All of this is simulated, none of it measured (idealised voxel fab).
The name of this process module is voxel fin reveal.
Pictured: cross-section cut, 160 nm wide, on a grid of 5 nm square cells.
In this document a cross-section is written as a grid of square cells. It is given as a series of bands, listed from the top down, and a band is one or more rows of cells. Read a band's entry like this: the first values are the height of its top and the height of its bottom in nm, and what follows is the sequence of materials from left to right, each with its width in nm. Note that "empty" is empty space, and that a single material marked "full width" reaches across the band from edge to edge. All heights in this document are referenced to 0, defined as the level beneath which the wafer, as received, consists entirely of one material. The lowest band is not bounded below; it extends indefinitely downward and is written in the form "from 0 down". The two numbers in a width such as "30 to 40" mark its ends across the band: the first belongs to the top row of cells, the second to the bottom row, and from each row to the next the width moves by the same amount. Take "changes: none" at face value: in the step it is given for, the cross-section changed in none of its cells. The entry titled "Enclosed void entries" provides the empty spaces that have no open way to the top, restricted to those of 8 cells or more. Each is presented as width x height at distance, the distance being measured from the left edge, with all three in nm. Text after the settings on a step's line: the simulator's own remark on that step. overlay nm: step with mask; distance mask lay right of planned place; negative value = left of planned place.
This section lists the process steps that were planned
1 RECEIVE (material Si)
2 CONFORMAL_DEP (material SiN; thk nm 10)
3 DIRECTIONAL_DEP (material aC; thk nm 15)
4 PATTERN (tone cover; mask id FINS; material resist; width nm 15; pitch nm 40; thk nm 35; overlay nm 0)
5 DIRECTIONAL_ETCH (etch materials aC; depth nm 15)
6 STRIP (etch materials resist)
7 DIRECTIONAL_ETCH (etch materials SiN; depth nm 10)
8 DIRECTIONAL_ETCH (etch materials Si; depth nm 30)
9 STRIP (etch materials aC)
10 FILL_DEP (material SiO2; thk nm 15)
11 CMP (height nm 10)
12 SELECTIVE_ETCH (etch materials SiO2; depth nm 25)
13 STRIP (etch materials SiN)
14 CONFORMAL_DEP (material HfO2; thk nm 5)
Cross-section of the incoming wafer, state after step 1
from 0 down | Si full width
Enclosed void entries: none
The module was run from the start shown above using the plan shown above, but one mistake was made doing it; the resulting wafer cross-section is below
from 5 to 0 | 20 nm empty | 35 nm HfO2 | 5 nm empty | 35 nm HfO2 | 5 nm empty | 35 nm HfO2 | 25 nm empty
from 0 to -10 | 20 nm empty | 5 nm HfO2 | 25 nm Si | 5 nm HfO2 | 5 nm empty | 5 nm HfO2 | 25 nm Si | 5 nm HfO2 | 5 nm empty | 5 nm HfO2 | 25 nm Si | 5 nm HfO2 | 25 nm empty
from -10 to -15 | 25 nm HfO2 | 25 nm Si | 15 nm HfO2 | 25 nm Si | 15 nm HfO2 | 25 nm Si | 30 nm HfO2
from -15 to -30 | 25 nm SiO2 | 25 nm Si | 15 nm SiO2 | 25 nm Si | 15 nm SiO2 | 25 nm Si | 30 nm SiO2
from -30 down | Si full width
Enclosed void entries: none
What went wrong in running the wafer? for step 4, the planned setting was not used; the step was instead run as PATTERN (tone cover; mask id FINS; material resist; width nm 25; pitch nm 40; thk nm 35; overlay nm 0)
